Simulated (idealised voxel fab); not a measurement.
Proc. module: voxel transistor to metal
In the cross-section labelled cut, the width is 170 nm and each square cell is 5 nm.
Throughout this document, each cross-section is represented as a grid of square cells and is presented as a sequence of bands enumerated from the top downward, where a band comprises one or more rows of cells. Quick guide to a band line: top height, bottom height (nm) up front; then every material left to right with its width in nm. Only one material and it's marked "throughout"? Then it fills the band edge to edge. And "empty" just means empty space. Where do heights start? At 0: under that level the wafer as delivered is made of one material only. And the lowest band has no floor; it just carries on downward, as in "from 0 down". A two-number width, for instance "30->40", indicates that the width is equal to the first number in the top row of the band and to the second number in the bottom row, and that it changes by a constant amount per row of cells. Step note "all unchanged" = no cross-section cell changed. Each empty space that has no open way to the top and spans at least 8 cells appears under "Enclosed voids" as width x height at distance, the distance counted from the left edge, all in nm. On a step's line, text after the settings is the simulator commenting on that step. overlay nm: right-of-plan distance of the mask on a masked step; negative values mean left-of-plan.

So here's the lineup of process steps we planned:
step 1: RECEIVE with material Si
step 2: CONFORMAL_DEP with material SiO2, thk nm 5
step 3: CONFORMAL_DEP with material SiN, thk nm 15
step 4: MASKED_ETCH with tone cover, mask id ACTIVE, width nm 125, etch materials SiN, depth nm 15, overlay nm 0
step 5: MASKED_ETCH with tone cover, mask id ACTIVE, width nm 125, etch materials SiO2, depth nm 5, overlay nm 0
step 6: MASKED_ETCH with tone cover, mask id ACTIVE, width nm 125, etch materials Si, depth nm 35, overlay nm 0
step 7: FILL_DEP with material SiO2, thk nm 10
step 8: CMP with height nm 20
step 9: SELECTIVE_ETCH with etch materials SiO2, depth nm 10
step 10: STRIP with etch materials SiN
step 11: SELECTIVE_ETCH with etch materials SiO2, depth nm 5
step 12: OXIDIZE with depth nm 5
step 13: DIRECTIONAL_DEP with material polySi, thk nm 20
step 14: DIRECTIONAL_DEP with material SiCN, thk nm 10
step 15: PATTERN with tone cover, mask id GATE, material resist, width nm 25, thk nm 20, overlay nm 0
step 16: DIRECTIONAL_ETCH with etch materials SiCN, depth nm 20
step 17: DIRECTIONAL_ETCH with etch materials polySi, depth nm 30
step 18: STRIP with etch materials resist
step 19: CONFORMAL_DEP with material SiO2, thk nm 5
step 20: DIRECTIONAL_ETCH with etch materials SiO2, depth nm 5
step 21: CONFORMAL_DEP with material SiN, thk nm 10
step 22: DIRECTIONAL_ETCH with etch materials SiN, depth nm 10
step 23: DIRECTIONAL_ETCH with etch materials SiO2, depth nm 5
step 24: DIRECTIONAL_ETCH with etch materials Si, depth nm 10
step 25: EPI with material pSi, thk nm 15
step 26: FILL_DEP with material SiO2, thk nm 5
step 27: CMP with height nm 30
step 28: DIRECTIONAL_DEP with material SiO2, thk nm 10
step 29: MASKED_ETCH with tone open, mask id CONTACT, width nm 35, pitch nm 70, etch materials SiO2, depth nm 30, overlay nm 0
step 30: CONFORMAL_DEP with material TiN, thk nm 5
step 31: FILL_DEP with material W, thk nm 5
step 32: CMP with height nm 40
step 33: CONFORMAL_DEP with material SiCN, thk nm 5
step 34: DIRECTIONAL_DEP with material SiO2, thk nm 20
step 35: DIRECTIONAL_DEP with material aC, thk nm 10
step 36: PATTERN with tone open, mask id METAL_1, material resist, width nm 20, pitch nm 85, thk nm 25, overlay nm 0
step 37: DIRECTIONAL_ETCH with etch materials aC, depth nm 10
step 38: STRIP with etch materials resist
step 39: DIRECTIONAL_ETCH with etch materials SiO2, depth nm 20
step 40: DIRECTIONAL_ETCH with etch materials SiCN, depth nm 5
step 41: STRIP with etch materials aC
step 42: CONFORMAL_DEP with material TiN, thk nm 5
step 43: FILL_DEP with material Cu, thk nm 10
step 44: CMP with height nm 65
step 45: CONFORMAL_DEP with material SiCN, thk nm 5

Account of the first of two wafers, which was processed as intended:

Cross-section of the wafer at receipt, which is the condition after step 1:
    from 0 down  Si throughout
    Enclosed voids: none

So this is the wafer cross-section right after step 2:
    from 5 to 0  SiO2 throughout
    Lower than 0, everything is as it was.

So this is the wafer cross-section right after step 3:
    from 20 to 5  SiN throughout
    Lower than 5, everything is as it was.

So this is the wafer cross-section right after step 4:
    from 20 to 5  empty (20), SiN (125), empty (25)
    Lower than 5, everything is as it was.

So this is the wafer cross-section right after step 5:
    from 20 to 5  empty (20), SiN (125), empty (25)
    from 5 to 0  empty (20), SiO2 (125), empty (25)
    Lower than 0, everything is as it was.

So this is the wafer cross-section right after step 6:
    from 20 to 5  empty (20), SiN (125), empty (25)
    from 5 to 0  empty (20), SiO2 (125), empty (25)
    from 0 to -35  empty (20), Si (125), empty (25)
    Lower than -35, everything is as it was.

So this is the wafer cross-section right after step 7:
    from 30 to 20  SiO2 throughout
    from 20 to 5  SiO2 (20), SiN (125), SiO2 (25)
    from 5 to 0  SiO2 throughout
    from 0 to -35  SiO2 (20), Si (125), SiO2 (25)
    Lower than -35, everything is as it was.

So this is the wafer cross-section right after step 8:
    from 20 to 5  SiO2 (20), SiN (125), SiO2 (25)
    Lower than 5, everything is as it was.

So this is the wafer cross-section right after step 9:
    from 20 to 10  empty (20), SiN (125), empty (25)
    Lower than 10, everything is as it was.

So this is the wafer cross-section right after step 10:
    from 10 to 5  SiO2 (20), empty (125), SiO2 (25)
    Lower than 5, everything is as it was.

So this is the wafer cross-section right after step 11:
    from 5 to 0  SiO2 (15), empty (135), SiO2 (20)
    Lower than 0, everything is as it was.

So this is the wafer cross-section right after step 12:
    from 5 to 0  SiO2 (15), empty (135), SiO2 (20)
    from 0 to -5  SiO2 throughout
    Lower than -5, everything is as it was.

So this is the wafer cross-section right after step 13:
    from 25 to 20  polySi (15), empty (135), polySi (20)
    from 20 to 5  polySi throughout
    from 5 to 0  SiO2 (15), polySi (135), SiO2 (20)
    Lower than 0, everything is as it was.

So this is the wafer cross-section right after step 14:
    from 35 to 30  SiCN (15), empty (135), SiCN (20)
    from 30 to 25  SiCN throughout
    from 25 to 20  polySi (15), SiCN (135), polySi (20)
    Lower than 20, everything is as it was.

So this is the wafer cross-section right after step 15:
    from 55 to 35  empty (70), resist (25), empty (75)
    from 35 to 30  SiCN (15), empty (55), resist (25), empty (55), SiCN (20)
    Lower than 30, everything is as it was.

So this is the wafer cross-section right after step 16:
    from 55 to 30  empty (70), resist (25), empty (75)
    from 30 to 25  empty (70), SiCN (25), empty (75)
    from 25 to 20  polySi (15), empty (55), SiCN (25), empty (55), polySi (20)
    Lower than 20, everything is as it was.

So this is the wafer cross-section right after step 17:
    from 55 to 30  empty (70), resist (25), empty (75)
    from 30 to 20  empty (70), SiCN (25), empty (75)
    from 20 to 5  empty (70), polySi (25), empty (75)
    from 5 to 0  SiO2 (15), empty (55), polySi (25), empty (55), SiO2 (20)
    Lower than 0, everything is as it was.

So this is the wafer cross-section right after step 18:
    from 30 to 20  empty (70), SiCN (25), empty (75)
    Lower than 20, everything is as it was.

So this is the wafer cross-section right after step 19:
    from 35 to 30  empty (65), SiO2 (35), empty (70)
    from 30 to 20  empty (65), SiO2 (5), SiCN (25), SiO2 (5), empty (70)
    from 20 to 10  empty (65), SiO2 (5), polySi (25), SiO2 (5), empty (70)
    from 10 to 5  SiO2 (20), empty (45), SiO2 (5), polySi (25), SiO2 (5), empty (45), SiO2 (25)
    from 5 to 0  SiO2 (70), polySi (25), SiO2 (75)
    Lower than 0, everything is as it was.

So this is the wafer cross-section right after step 20:
    from 30 to 20  empty (65), SiO2 (5), SiCN (25), SiO2 (5), empty (70)
    from 20 to 5  empty (65), SiO2 (5), polySi (25), SiO2 (5), empty (70)
    from 5 to 0  SiO2 (20), empty (45), SiO2 (5), polySi (25), SiO2 (5), empty (45), SiO2 (25)
    Lower than 0, everything is as it was.

So this is the wafer cross-section right after step 21:
    from 40 to 30  empty (55), SiN (55), empty (60)
    from 30 to 20  empty (55), SiN (10), SiO2 (5), SiCN (25), SiO2 (5), SiN (10), empty (60)
    from 20 to 15  empty (55), SiN (10), SiO2 (5), polySi (25), SiO2 (5), SiN (10), empty (60)
    from 15 to 10  SiN (30), empty (25), SiN (10), SiO2 (5), polySi (25), SiO2 (5), SiN (10), empty (25), SiN (35)
    from 10 to 5  SiN (65), SiO2 (5), polySi (25), SiO2 (5), SiN (70)
    from 5 to 0  SiO2 (20), SiN (45), SiO2 (5), polySi (25), SiO2 (5), SiN (45), SiO2 (25)
    Lower than 0, everything is as it was.

So this is the wafer cross-section right after step 22:
    from 30 to 20  empty (55), SiN (10), SiO2 (5), SiCN (25), SiO2 (5), SiN (10), empty (60)
    from 20 to 5  empty (55), SiN (10), SiO2 (5), polySi (25), SiO2 (5), SiN (10), empty (60)
    from 5 to 0  SiO2 (20), SiN (10), empty (25), SiN (10), SiO2 (5), polySi (25), SiO2 (5), SiN (10), empty (25), SiN (10), SiO2 (25)
    Lower than 0, everything is as it was.

So this is the wafer cross-section right after step 23:
    from 30 to 25  empty (55), SiN (10), empty (5), SiCN (25), empty (5), SiN (10), empty (60)
    from 25 to 20  empty (55), SiN (10), SiO2 (5), SiCN (25), SiO2 (5), SiN (10), empty (60)
    from 20 to 5  empty (55), SiN (10), SiO2 (5), polySi (25), SiO2 (5), SiN (10), empty (60)
    from 5 to 0  empty (20), SiN (10), empty (25), SiN (10), SiO2 (5), polySi (25), SiO2 (5), SiN (10), empty (25), SiN (10), empty (25)
    from 0 to -5  SiO2 (30), empty (25), SiO2 (55), empty (25), SiO2 (35)
    Lower than -5, everything is as it was.

So this is the wafer cross-section right after step 24:
    from 30 to 25  empty (55), SiN (10), empty (5), SiCN (25), empty (5), SiN (10), empty (60)
    from 25 to 20  empty (55), SiN (10), SiO2 (5), SiCN (25), SiO2 (5), SiN (10), empty (60)
    from 20 to 5  empty (55), SiN (10), SiO2 (5), polySi (25), SiO2 (5), SiN (10), empty (60)
    from 5 to 0  empty (20), SiN (10), empty (25), SiN (10), SiO2 (5), polySi (25), SiO2 (5), SiN (10), empty (25), SiN (10), empty (25)
    from 0 to -5  SiO2 (30), empty (25), SiO2 (55), empty (25), SiO2 (35)
    from -5 to -15  SiO2 (20), Si (10), empty (25), Si (55), empty (25), Si (10), SiO2 (25)
    Lower than -15, everything is as it was.

So this is the wafer cross-section right after step 25:
    from 30 to 25  empty (55), SiN (10), empty (5), SiCN (25), empty (5), SiN (10), empty (60)
    from 25 to 20  empty (55), SiN (10), SiO2 (5), SiCN (25), SiO2 (5), SiN (10), empty (60)
    from 20 to 10  empty (55), SiN (10), SiO2 (5), polySi (25), SiO2 (5), SiN (10), empty (60)
    from 10 to 5  empty (25), pSi (30), SiN (10), SiO2 (5), polySi (25), SiO2 (5), SiN (10), pSi (30), empty (30)
    from 5 to 0  empty (20), SiN (10), pSi (25), SiN (10), SiO2 (5), polySi (25), SiO2 (5), SiN (10), pSi (25), SiN (10), empty (25)
    from 0 to -5  SiO2 (30), pSi (25), SiO2 (55), pSi (25), SiO2 (35)
    from -5 to -15  SiO2 (20), Si (10), pSi (25), Si (55), pSi (25), Si (10), SiO2 (25)
    Lower than -15, everything is as it was.

So this is the wafer cross-section right after step 26:
    from 35 to 30  SiO2 throughout
    from 30 to 20  SiO2 (55), SiN (10), SiO2 (5), SiCN (25), SiO2 (5), SiN (10), SiO2 (60)
    from 20 to 10  SiO2 (55), SiN (10), SiO2 (5), polySi (25), SiO2 (5), SiN (10), SiO2 (60)
    from 10 to 5  SiO2 (25), pSi (30), SiN (10), SiO2 (5), polySi (25), SiO2 (5), SiN (10), pSi (30), SiO2 (30)
    from 5 to 0  SiO2 (20), SiN (10), pSi (25), SiN (10), SiO2 (5), polySi (25), SiO2 (5), SiN (10), pSi (25), SiN (10), SiO2 (25)
    Lower than 0, everything is as it was.

So this is the wafer cross-section right after step 27:
    from 30 to 20  SiO2 (55), SiN (10), SiO2 (5), SiCN (25), SiO2 (5), SiN (10), SiO2 (60)
    Lower than 20, everything is as it was.

So this is the wafer cross-section right after step 28:
    from 40 to 30  SiO2 throughout
    Lower than 30, everything is as it was.

So this is the wafer cross-section right after step 29:
    from 40 to 30  SiO2 (30), empty (35), SiO2 (35), empty (35), SiO2 (35)
    from 30 to 20  SiO2 (30), empty (25), SiN (10), SiO2 (5), SiCN (25), SiO2 (5), SiN (10), empty (25), SiO2 (35)
    from 20 to 10  SiO2 (30), empty (25), SiN (10), SiO2 (5), polySi (25), SiO2 (5), SiN (10), empty (25), SiO2 (35)
    Lower than 10, everything is as it was.

So this is the wafer cross-section right after step 30:
    from 45 to 40  TiN (35), empty (25), TiN (45), empty (25), TiN (40)
    from 40 to 30  SiO2 (30), TiN (5), empty (25->15), TiN (5->15), SiO2 (35), TiN (5->15), empty (25->15), TiN (5), SiO2 (35)
    from 30 to 20  SiO2 (30), TiN (5), empty (15), TiN (5), SiN (10), SiO2 (5), SiCN (25), SiO2 (5), SiN (10), TiN (5), empty (15), TiN (5), SiO2 (35)
    from 20 to 15  SiO2 (30), TiN (5), empty (15), TiN (5), SiN (10), SiO2 (5), polySi (25), SiO2 (5), SiN (10), TiN (5), empty (15), TiN (5), SiO2 (35)
    from 15 to 10  SiO2 (30), TiN (25), SiN (10), SiO2 (5), polySi (25), SiO2 (5), SiN (10), TiN (25), SiO2 (35)
    Lower than 10, everything is as it was.

So this is the wafer cross-section right after step 31:
    from 50 to 45  W throughout
    from 45 to 40  TiN (35), W (25), TiN (45), W (25), TiN (40)
    from 40 to 30  SiO2 (30), TiN (5), W (25->15), TiN (5->15), SiO2 (35), TiN (5->15), W (25->15), TiN (5), SiO2 (35)
    from 30 to 20  SiO2 (30), TiN (5), W (15), TiN (5), SiN (10), SiO2 (5), SiCN (25), SiO2 (5), SiN (10), TiN (5), W (15), TiN (5), SiO2 (35)
    from 20 to 15  SiO2 (30), TiN (5), W (15), TiN (5), SiN (10), SiO2 (5), polySi (25), SiO2 (5), SiN (10), TiN (5), W (15), TiN (5), SiO2 (35)
    Lower than 15, everything is as it was.

So this is the wafer cross-section right after step 32:
    from 40 to 30  SiO2 (30), TiN (5), W (25->15), TiN (5->15), SiO2 (35), TiN (5->15), W (25->15), TiN (5), SiO2 (35)
    Lower than 30, everything is as it was.

So this is the wafer cross-section right after step 33:
    from 45 to 40  SiCN throughout
    Lower than 40, everything is as it was.

So this is the wafer cross-section right after step 34:
    from 65 to 45  SiO2 throughout
    Lower than 45, everything is as it was.

So this is the wafer cross-section right after step 35:
    from 75 to 65  aC throughout
    Lower than 65, everything is as it was.

So this is the wafer cross-section right after step 36:
    from 100 to 75  resist (30), empty (20), resist (65), empty (20), resist (35)
    Lower than 75, everything is as it was.

So this is the wafer cross-section right after step 37:
    from 90 to 75  resist (30), empty (20), resist (65), empty (20), resist (35)
    from 75 to 65  aC (30), empty (20), aC (65), empty (20), aC (35)
    Lower than 65, everything is as it was.

So this is the wafer cross-section right after step 38:
    from 75 to 65  aC (30), empty (20), aC (65), empty (20), aC (35)
    Lower than 65, everything is as it was.

So this is the wafer cross-section right after step 39:
    from 75 to 65  aC (30), empty (20), aC (65), empty (20), aC (35)
    from 65 to 45  SiO2 (30), empty (20), SiO2 (65), empty (20), SiO2 (35)
    Lower than 45, everything is as it was.

So this is the wafer cross-section right after step 40:
    from 75 to 65  aC (30), empty (20), aC (65), empty (20), aC (35)
    from 65 to 45  SiO2 (30), empty (20), SiO2 (65), empty (20), SiO2 (35)
    from 45 to 40  SiCN (30), empty (20), SiCN (65), empty (20), SiCN (35)
    Lower than 40, everything is as it was.

So this is the wafer cross-section right after step 41:
    from 65 to 45  SiO2 (30), empty (20), SiO2 (65), empty (20), SiO2 (35)
    Lower than 45, everything is as it was.

So this is the wafer cross-section right after step 42:
    from 70 to 65  TiN (35), empty (10), TiN (75), empty (10), TiN (40)
    from 65 to 45  SiO2 (30), TiN (5), empty (10), TiN (5), SiO2 (65), TiN (5), empty (10), TiN (5), SiO2 (35)
    from 45 to 40  SiCN (30), TiN (20), SiCN (65), TiN (20), SiCN (35)
    Lower than 40, everything is as it was.

So this is the wafer cross-section right after step 43:
    from 80 to 70  Cu throughout
    from 70 to 65  TiN (35), Cu (10), TiN (75), Cu (10), TiN (40)
    from 65 to 45  SiO2 (30), TiN (5), Cu (10), TiN (5), SiO2 (65), TiN (5), Cu (10), TiN (5), SiO2 (35)
    Lower than 45, everything is as it was.

So this is the wafer cross-section right after step 44:
    from 65 to 45  SiO2 (30), TiN (5), Cu (10), TiN (5), SiO2 (65), TiN (5), Cu (10), TiN (5), SiO2 (35)
    Lower than 45, everything is as it was.

So this is the wafer cross-section right after step 45:
    from 70 to 65  SiCN throughout
    Lower than 65, everything is as it was.

Here the second wafer is described. Its start and its plan were those of the first wafer. Its run contained one mistake. Up to and including step 3, it did exactly what the first wafer did:

Second wafer cross-section, taken as of the time the plan sets for step 4 to be done:
    from 20 to 5  empty (25), SiN (120), empty (25)
    Lower than 5, everything is as it was.

Second wafer cross-section, taken as of the time the plan sets for step 5 to be done:
    from 20 to 5  empty (25), SiN (120), empty (25)
    from 5 to 0  empty (20), SiO2 (125), empty (25)
    Lower than 0, everything is as it was.

Second wafer cross-section, taken as of the time the plan sets for step 6 to be done:
    from 20 to 5  empty (25), SiN (120), empty (25)
    from 5 to 0  empty (20), SiO2 (125), empty (25)
    from 0 to -35  empty (20), Si (125), empty (25)
    Lower than -35, everything is as it was.

Second wafer cross-section, taken as of the time the plan sets for step 7 to be done:
    from 30 to 20  SiO2 throughout
    from 20 to 5  SiO2 (25), SiN (120), SiO2 (25)
    from 5 to 0  SiO2 throughout
    from 0 to -35  SiO2 (20), Si (125), SiO2 (25)
    Lower than -35, everything is as it was.

Second wafer cross-section, taken as of the time the plan sets for step 8 to be done:
    from 20 to 5  SiO2 (25), SiN (120), SiO2 (25)
    Lower than 5, everything is as it was.

Second wafer cross-section, taken as of the time the plan sets for step 9 to be done:
    from 20 to 10  empty (25), SiN (120), empty (25)
    Lower than 10, everything is as it was.

Second wafer cross-section, taken as of the time the plan sets for step 10 to be done:
    from 10 to 5  SiO2 (25), empty (120), SiO2 (25)
    Lower than 5, everything is as it was.

Second wafer cross-section, taken as of the time the plan sets for step 11 to be done:
    from 5 to 0  SiO2 (20), empty (130), SiO2 (20)
    Lower than 0, everything is as it was.

Second wafer cross-section, taken as of the time the plan sets for step 12 to be done:
    from 5 to 0  SiO2 (20), empty (130), SiO2 (20)
    from 0 to -5  SiO2 throughout
    Lower than -5, everything is as it was.

Second wafer cross-section, taken as of the time the plan sets for step 13 to be done:
    from 25 to 20  polySi (20), empty (130), polySi (20)
    from 20 to 5  polySi throughout
    from 5 to 0  SiO2 (20), polySi (130), SiO2 (20)
    Lower than 0, everything is as it was.

Second wafer cross-section, taken as of the time the plan sets for step 14 to be done:
    from 35 to 30  SiCN (20), empty (130), SiCN (20)
    from 30 to 25  SiCN throughout
    from 25 to 20  polySi (20), SiCN (130), polySi (20)
    Lower than 20, everything is as it was.

Second wafer cross-section, taken as of the time the plan sets for step 15 to be done:
    from 55 to 35  empty (70), resist (25), empty (75)
    from 35 to 30  SiCN (20), empty (50), resist (25), empty (55), SiCN (20)
    Lower than 30, everything is as it was.

Second wafer cross-section, taken as of the time the plan sets for step 16 to be done:
    from 55 to 30  empty (70), resist (25), empty (75)
    from 30 to 25  empty (70), SiCN (25), empty (75)
    from 25 to 20  polySi (20), empty (50), SiCN (25), empty (55), polySi (20)
    Lower than 20, everything is as it was.

Second wafer cross-section, taken as of the time the plan sets for step 17 to be done:
    from 55 to 30  empty (70), resist (25), empty (75)
    from 30 to 20  empty (70), SiCN (25), empty (75)
    from 20 to 5  empty (70), polySi (25), empty (75)
    from 5 to 0  SiO2 (20), empty (50), polySi (25), empty (55), SiO2 (20)
    Lower than 0, everything is as it was.

Second wafer cross-section, taken as of the time the plan sets for step 18 to be done:
    from 30 to 20  empty (70), SiCN (25), empty (75)
    Lower than 20, everything is as it was.

Second wafer cross-section, taken as of the time the plan sets for step 19 to be done:
    from 35 to 30  empty (65), SiO2 (35), empty (70)
    from 30 to 20  empty (65), SiO2 (5), SiCN (25), SiO2 (5), empty (70)
    from 20 to 10  empty (65), SiO2 (5), polySi (25), SiO2 (5), empty (70)
    from 10 to 5  SiO2 (25), empty (40), SiO2 (5), polySi (25), SiO2 (5), empty (45), SiO2 (25)
    from 5 to 0  SiO2 (70), polySi (25), SiO2 (75)
    Lower than 0, everything is as it was.

Second wafer cross-section, taken as of the time the plan sets for step 20 to be done:
    from 30 to 20  empty (65), SiO2 (5), SiCN (25), SiO2 (5), empty (70)
    from 20 to 5  empty (65), SiO2 (5), polySi (25), SiO2 (5), empty (70)
    from 5 to 0  SiO2 (25), empty (40), SiO2 (5), polySi (25), SiO2 (5), empty (45), SiO2 (25)
    Lower than 0, everything is as it was.

Second wafer cross-section, taken as of the time the plan sets for step 21 to be done:
    from 40 to 30  empty (55), SiN (55), empty (60)
    from 30 to 20  empty (55), SiN (10), SiO2 (5), SiCN (25), SiO2 (5), SiN (10), empty (60)
    from 20 to 15  empty (55), SiN (10), SiO2 (5), polySi (25), SiO2 (5), SiN (10), empty (60)
    from 15 to 10  SiN (35), empty (20), SiN (10), SiO2 (5), polySi (25), SiO2 (5), SiN (10), empty (25), SiN (35)
    from 10 to 5  SiN (65), SiO2 (5), polySi (25), SiO2 (5), SiN (70)
    from 5 to 0  SiO2 (25), SiN (40), SiO2 (5), polySi (25), SiO2 (5), SiN (45), SiO2 (25)
    Lower than 0, everything is as it was.

Second wafer cross-section, taken as of the time the plan sets for step 22 to be done:
    from 30 to 20  empty (55), SiN (10), SiO2 (5), SiCN (25), SiO2 (5), SiN (10), empty (60)
    from 20 to 5  empty (55), SiN (10), SiO2 (5), polySi (25), SiO2 (5), SiN (10), empty (60)
    from 5 to 0  SiO2 (25), SiN (10), empty (20), SiN (10), SiO2 (5), polySi (25), SiO2 (5), SiN (10), empty (25), SiN (10), SiO2 (25)
    Lower than 0, everything is as it was.

Second wafer cross-section, taken as of the time the plan sets for step 23 to be done:
    from 30 to 25  empty (55), SiN (10), empty (5), SiCN (25), empty (5), SiN (10), empty (60)
    from 25 to 20  empty (55), SiN (10), SiO2 (5), SiCN (25), SiO2 (5), SiN (10), empty (60)
    from 20 to 5  empty (55), SiN (10), SiO2 (5), polySi (25), SiO2 (5), SiN (10), empty (60)
    from 5 to 0  empty (25), SiN (10), empty (20), SiN (10), SiO2 (5), polySi (25), SiO2 (5), SiN (10), empty (25), SiN (10), empty (25)
    from 0 to -5  SiO2 (35), empty (20), SiO2 (55), empty (25), SiO2 (35)
    Lower than -5, everything is as it was.

Second wafer cross-section, taken as of the time the plan sets for step 24 to be done:
    from 30 to 25  empty (55), SiN (10), empty (5), SiCN (25), empty (5), SiN (10), empty (60)
    from 25 to 20  empty (55), SiN (10), SiO2 (5), SiCN (25), SiO2 (5), SiN (10), empty (60)
    from 20 to 5  empty (55), SiN (10), SiO2 (5), polySi (25), SiO2 (5), SiN (10), empty (60)
    from 5 to 0  empty (25), SiN (10), empty (20), SiN (10), SiO2 (5), polySi (25), SiO2 (5), SiN (10), empty (25), SiN (10), empty (25)
    from 0 to -5  SiO2 (35), empty (20), SiO2 (55), empty (25), SiO2 (35)
    from -5 to -15  SiO2 (20), Si (15), empty (20), Si (55), empty (25), Si (10), SiO2 (25)
    Lower than -15, everything is as it was.

Second wafer cross-section, taken as of the time the plan sets for step 25 to be done:
    from 30 to 25  empty (55), SiN (10), empty (5), SiCN (25), empty (5), SiN (10), empty (60)
    from 25 to 20  empty (55), SiN (10), SiO2 (5), SiCN (25), SiO2 (5), SiN (10), empty (60)
    from 20 to 10  empty (55), SiN (10), SiO2 (5), polySi (25), SiO2 (5), SiN (10), empty (60)
    from 10 to 5  empty (30), pSi (25), SiN (10), SiO2 (5), polySi (25), SiO2 (5), SiN (10), pSi (30), empty (30)
    from 5 to 0  empty (25), SiN (10), pSi (20), SiN (10), SiO2 (5), polySi (25), SiO2 (5), SiN (10), pSi (25), SiN (10), empty (25)
    from 0 to -5  SiO2 (35), pSi (20), SiO2 (55), pSi (25), SiO2 (35)
    from -5 to -15  SiO2 (20), Si (15), pSi (20), Si (55), pSi (25), Si (10), SiO2 (25)
    Lower than -15, everything is as it was.

Second wafer cross-section, taken as of the time the plan sets for step 26 to be done:
    from 35 to 30  SiO2 throughout
    from 30 to 20  SiO2 (55), SiN (10), SiO2 (5), SiCN (25), SiO2 (5), SiN (10), SiO2 (60)
    from 20 to 10  SiO2 (55), SiN (10), SiO2 (5), polySi (25), SiO2 (5), SiN (10), SiO2 (60)
    from 10 to 5  SiO2 (30), pSi (25), SiN (10), SiO2 (5), polySi (25), SiO2 (5), SiN (10), pSi (30), SiO2 (30)
    from 5 to 0  SiO2 (25), SiN (10), pSi (20), SiN (10), SiO2 (5), polySi (25), SiO2 (5), SiN (10), pSi (25), SiN (10), SiO2 (25)
    Lower than 0, everything is as it was.

Second wafer cross-section, taken as of the time the plan sets for step 27 to be done:
    from 30 to 20  SiO2 (55), SiN (10), SiO2 (5), SiCN (25), SiO2 (5), SiN (10), SiO2 (60)
    Lower than 20, everything is as it was.

Second wafer cross-section, taken as of the time the plan sets for step 28 to be done:
    from 40 to 30  SiO2 throughout
    Lower than 30, everything is as it was.

Second wafer cross-section, taken as of the time the plan sets for step 29 to be done:
    from 40 to 30  SiO2 (30), empty (35), SiO2 (35), empty (35), SiO2 (35)
    from 30 to 20  SiO2 (30), empty (25), SiN (10), SiO2 (5), SiCN (25), SiO2 (5), SiN (10), empty (25), SiO2 (35)
    from 20 to 10  SiO2 (30), empty (25), SiN (10), SiO2 (5), polySi (25), SiO2 (5), SiN (10), empty (25), SiO2 (35)
    Lower than 10, everything is as it was.

Second wafer cross-section, taken as of the time the plan sets for step 30 to be done:
    from 45 to 40  TiN (35), empty (25), TiN (45), empty (25), TiN (40)
    from 40 to 30  SiO2 (30), TiN (5), empty (25->15), TiN (5->15), SiO2 (35), TiN (5->15), empty (25->15), TiN (5), SiO2 (35)
    from 30 to 20  SiO2 (30), TiN (5), empty (15), TiN (5), SiN (10), SiO2 (5), SiCN (25), SiO2 (5), SiN (10), TiN (5), empty (15), TiN (5), SiO2 (35)
    from 20 to 15  SiO2 (30), TiN (5), empty (15), TiN (5), SiN (10), SiO2 (5), polySi (25), SiO2 (5), SiN (10), TiN (5), empty (15), TiN (5), SiO2 (35)
    from 15 to 10  SiO2 (30), TiN (25), SiN (10), SiO2 (5), polySi (25), SiO2 (5), SiN (10), TiN (25), SiO2 (35)
    Lower than 10, everything is as it was.

Second wafer cross-section, taken as of the time the plan sets for step 31 to be done:
    from 50 to 45  W throughout
    from 45 to 40  TiN (35), W (25), TiN (45), W (25), TiN (40)
    from 40 to 30  SiO2 (30), TiN (5), W (25->15), TiN (5->15), SiO2 (35), TiN (5->15), W (25->15), TiN (5), SiO2 (35)
    from 30 to 20  SiO2 (30), TiN (5), W (15), TiN (5), SiN (10), SiO2 (5), SiCN (25), SiO2 (5), SiN (10), TiN (5), W (15), TiN (5), SiO2 (35)
    from 20 to 15  SiO2 (30), TiN (5), W (15), TiN (5), SiN (10), SiO2 (5), polySi (25), SiO2 (5), SiN (10), TiN (5), W (15), TiN (5), SiO2 (35)
    Lower than 15, everything is as it was.

Second wafer cross-section, taken as of the time the plan sets for step 32 to be done:
    from 40 to 30  SiO2 (30), TiN (5), W (25->15), TiN (5->15), SiO2 (35), TiN (5->15), W (25->15), TiN (5), SiO2 (35)
    Lower than 30, everything is as it was.

Second wafer cross-section, taken as of the time the plan sets for step 33 to be done:
    from 45 to 40  SiCN throughout
    Lower than 40, everything is as it was.

Second wafer cross-section, taken as of the time the plan sets for step 34 to be done:
    from 65 to 45  SiO2 throughout
    Lower than 45, everything is as it was.

Second wafer cross-section, taken as of the time the plan sets for step 35 to be done:
    from 75 to 65  aC throughout
    Lower than 65, everything is as it was.

Second wafer cross-section, taken as of the time the plan sets for step 36 to be done:
    from 100 to 75  resist (30), empty (20), resist (65), empty (20), resist (35)
    Lower than 75, everything is as it was.

Second wafer cross-section, taken as of the time the plan sets for step 37 to be done:
    from 90 to 75  resist (30), empty (20), resist (65), empty (20), resist (35)
    from 75 to 65  aC (30), empty (20), aC (65), empty (20), aC (35)
    Lower than 65, everything is as it was.

Second wafer cross-section, taken as of the time the plan sets for step 38 to be done:
    from 75 to 65  aC (30), empty (20), aC (65), empty (20), aC (35)
    Lower than 65, everything is as it was.

Second wafer cross-section, taken as of the time the plan sets for step 39 to be done:
    from 75 to 65  aC (30), empty (20), aC (65), empty (20), aC (35)
    from 65 to 45  SiO2 (30), empty (20), SiO2 (65), empty (20), SiO2 (35)
    Lower than 45, everything is as it was.

Second wafer cross-section, taken as of the time the plan sets for step 40 to be done:
    from 75 to 65  aC (30), empty (20), aC (65), empty (20), aC (35)
    from 65 to 45  SiO2 (30), empty (20), SiO2 (65), empty (20), SiO2 (35)
    from 45 to 40  SiCN (30), empty (20), SiCN (65), empty (20), SiCN (35)
    Lower than 40, everything is as it was.

Second wafer cross-section, taken as of the time the plan sets for step 41 to be done:
    from 65 to 45  SiO2 (30), empty (20), SiO2 (65), empty (20), SiO2 (35)
    Lower than 45, everything is as it was.

Second wafer cross-section, taken as of the time the plan sets for step 42 to be done:
    from 70 to 65  TiN (35), empty (10), TiN (75), empty (10), TiN (40)
    from 65 to 45  SiO2 (30), TiN (5), empty (10), TiN (5), SiO2 (65), TiN (5), empty (10), TiN (5), SiO2 (35)
    from 45 to 40  SiCN (30), TiN (20), SiCN (65), TiN (20), SiCN (35)
    Lower than 40, everything is as it was.

Second wafer cross-section, taken as of the time the plan sets for step 43 to be done:
    from 80 to 70  Cu throughout
    from 70 to 65  TiN (35), Cu (10), TiN (75), Cu (10), TiN (40)
    from 65 to 45  SiO2 (30), TiN (5), Cu (10), TiN (5), SiO2 (65), TiN (5), Cu (10), TiN (5), SiO2 (35)
    Lower than 45, everything is as it was.

Second wafer cross-section, taken as of the time the plan sets for step 44 to be done:
    from 65 to 45  SiO2 (30), TiN (5), Cu (10), TiN (5), SiO2 (65), TiN (5), Cu (10), TiN (5), SiO2 (35)
    Lower than 45, everything is as it was.

Second wafer cross-section, taken as of the time the plan sets for step 45 to be done:
    from 70 to 65  SiCN throughout
    Lower than 65, everything is as it was.
Want to know what went wrong? step 4 went in with a setting other than planned; the actual run was MASKED_ETCH with tone cover, mask id ACTIVE, width nm 120, etch materials SiN, depth nm 15, overlay nm 0
Final comparison by cell count, materials where the second wafer has more or fewer than the first: 2 more of Si | 3 more of SiO2 | 5 fewer of pSi
